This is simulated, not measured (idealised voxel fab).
Process module name: voxel released beams
FYI the section here is cut, 285 nm wide, cells are 5 nm squares.
Cross-section layout: square cells on a grid; listed as bands, top to bottom; a band spans one or more cell rows.
Top, bottom (nm), then materials left to right with widths (nm); lone material tagged "everywhere" fills the whole band edge to edge; "air" = empty space.
Heights are measured from 0, the level below which the as-received wafer is all one material; the lowest band has no bottom and continues downward, written as in "z 0 and below".
The width entry "30 to 40" should be interpreted row by row: the top row of cells in the band takes the first number, the bottom row takes the second number, and the change between adjacent rows is uniform throughout.
Where the words "identical to before" appear for a step, the cross-section shows no cell changed by that step; every cell remained as before.
So "Trapped void list" is basically the list of trapped voids: any empty space of 8 cells or more that can't reach the top through an opening. They're written width x height at distance, the distance being from the left edge, and it's all nm.
Where a step's line continues beyond its settings, the continuation is a remark by the simulator itself on that step.
overlay nm: mask right of planned place by this much (step with mask). Neg. = left.

### The process steps that were planned are listed below
1: RECEIVE (material Si)
2: CONFORMAL_DEP (material Al2O3; thk nm 5)
3: DIRECTIONAL_DEP (material SiO2; thk nm 20)
4: PATTERN (tone open; mask id ANCHOR; material resist; width nm 35; thk nm 20; overlay nm 0)
5: DIRECTIONAL_ETCH (etch materials SiO2; depth nm 20)
6: STRIP (etch materials resist)
7: CONFORMAL_DEP (material SiN; thk nm 15)
8: MASKED_ETCH (tone cover; mask id BEAM; width nm 85; etch materials SiN; depth nm 15; overlay nm 0)
9: STRIP (etch materials SiO2)

### Delivered wafer in cross-section: state after step 1
> z 0 and below: Si everywhere
> Trapped void list: none

### Module complete - cross-section of the first of two wafers, run according to plan
> z 40 to 25: 95 air, then 20 SiN, then 5 air, then 60 SiN, then 105 air
> z 25 to 20: 100 air, then 15 SiN, then 5 air, then 15 SiN, then 150 air
> z 20 to 5: 100 air, then 35 SiN, then 150 air
> z 5 to 0: Al2O3 everywhere
> z 0 and below: Si everywhere
> Trapped void list: none

### So this is wafer number two of the two, cut at the end of the module - it started where the first did and had the same plan, we just got one thing wrong running it
> z 40 to 25: 95 air, then 30 SiN, then 5 air, then 50 SiN, then 105 air
> z 25 to 20: 110 air, then 15 SiN, then 5 air, then 15 SiN, then 140 air
> z 20 to 5: 110 air, then 35 SiN, then 140 air
> z 5 to 0: Al2O3 everywhere
> z 0 and below: Si everywhere
> Trapped void list: none
Against the plan, the run slipped here: step 4 ran as: PATTERN (tone open; mask id ANCHOR; material resist; width nm 35; thk nm 20; overlay nm 10)
Matching per-material cell counts, mismatched positions: that is how the second wafer compares with the first at the end.
